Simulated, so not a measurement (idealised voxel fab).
Process module under the name voxel quadruple lines
We display cut, a cross-section 220 nm in width whose square cells are each 5 nm.
Cross-section, as written here: a square-cell grid given band by band from the top down, where a band holds one or more rows of cells. Band: top and bottom heights (nm) first, top before bottom; then materials from left to right, widths in nm. "full width" marks a sole material filling the band edge to edge. "empty" denotes empty space. The level at which height equals 0 is the one under which the wafer, as it arrives, is entirely one material. No lower edge exists for the bottom band, which continues downward and is notated as in "z 0 and below". The width entry "30->40" should be interpreted row by row: the top row of cells in the band takes the first number, the bottom row takes the second number, and the change between adjacent rows is uniform throughout. For the purposes of this document, the phrase "left unchanged" attached to a step denotes that no cell within the cross-section was modified by that step. If an empty space has no open way to the top and is at least 8 cells in size, "Closed empty spaces" lists it, written width x height at distance, where distance is measured from the left edge and every value is in nm. Step line, after settings: the simulator's comment on this step. overlay nm: where the mask lay relative to plan, measured to the right, on steps with a mask; negatives go left.
-- Steps planned for the process
step 1: RECEIVE | material Si
step 2: CONFORMAL_DEP | material SiO2 | thk nm 10
step 3: DIRECTIONAL_DEP | material W | thk nm 15
step 4: DIRECTIONAL_DEP | material polySi | thk nm 20
step 5: DIRECTIONAL_DEP | material aC | thk nm 25
step 6: PATTERN | tone cover | mask id MANDREL | material resist | width nm 35 | pitch nm 100 | thk nm 35 | overlay nm 0
step 7: DIRECTIONAL_ETCH | etch materials aC | depth nm 25
step 8: STRIP | etch materials resist
step 9: CONFORMAL_DEP | material SiO2 | thk nm 15
step 10: DIRECTIONAL_ETCH | etch materials SiO2 | depth nm 15
step 11: STRIP | etch materials aC
step 12: DIRECTIONAL_ETCH | etch materials polySi | depth nm 20
step 13: STRIP | etch materials SiO2
step 14: CONFORMAL_DEP | material SiCN | thk nm 10
step 15: DIRECTIONAL_ETCH | etch materials SiCN | depth nm 10
step 16: STRIP | etch materials polySi
step 17: DIRECTIONAL_ETCH | etch materials W | depth nm 15
step 18: STRIP | etch materials SiCN
step 19: FILL_DEP | material SiO2 | thk nm 5
step 20: CMP | height nm 25
-- Cross-section: wafer on arrival = after step 1
  z 0 and below | Si full width
  Closed empty spaces: none
-- Starting structure and process plan are as shown above, but one mistake was made in running the module; the wafer cross-section at the end of the module follows
  z 25 to 10 | 20 of SiO2  10 of W  15 of SiO2  10 of W  15 of SiO2  10 of W  15 of SiO2  10 of W  15 of SiO2  10 of W  15 of SiO2  10 of W  15 of SiO2  10 of W  15 of SiO2  10 of W  15 of SiO2
  z 10 to 0 | SiO2 full width
  z 0 and below | Si full width
  Closed empty spaces: none
Heads up, the wafer didn't run the way we planned it: rather than as planned, step 6 actually ran as PATTERN | tone cover | mask id MANDREL | material resist | width nm 35 | pitch nm 100 | thk nm 35 | overlay nm 5
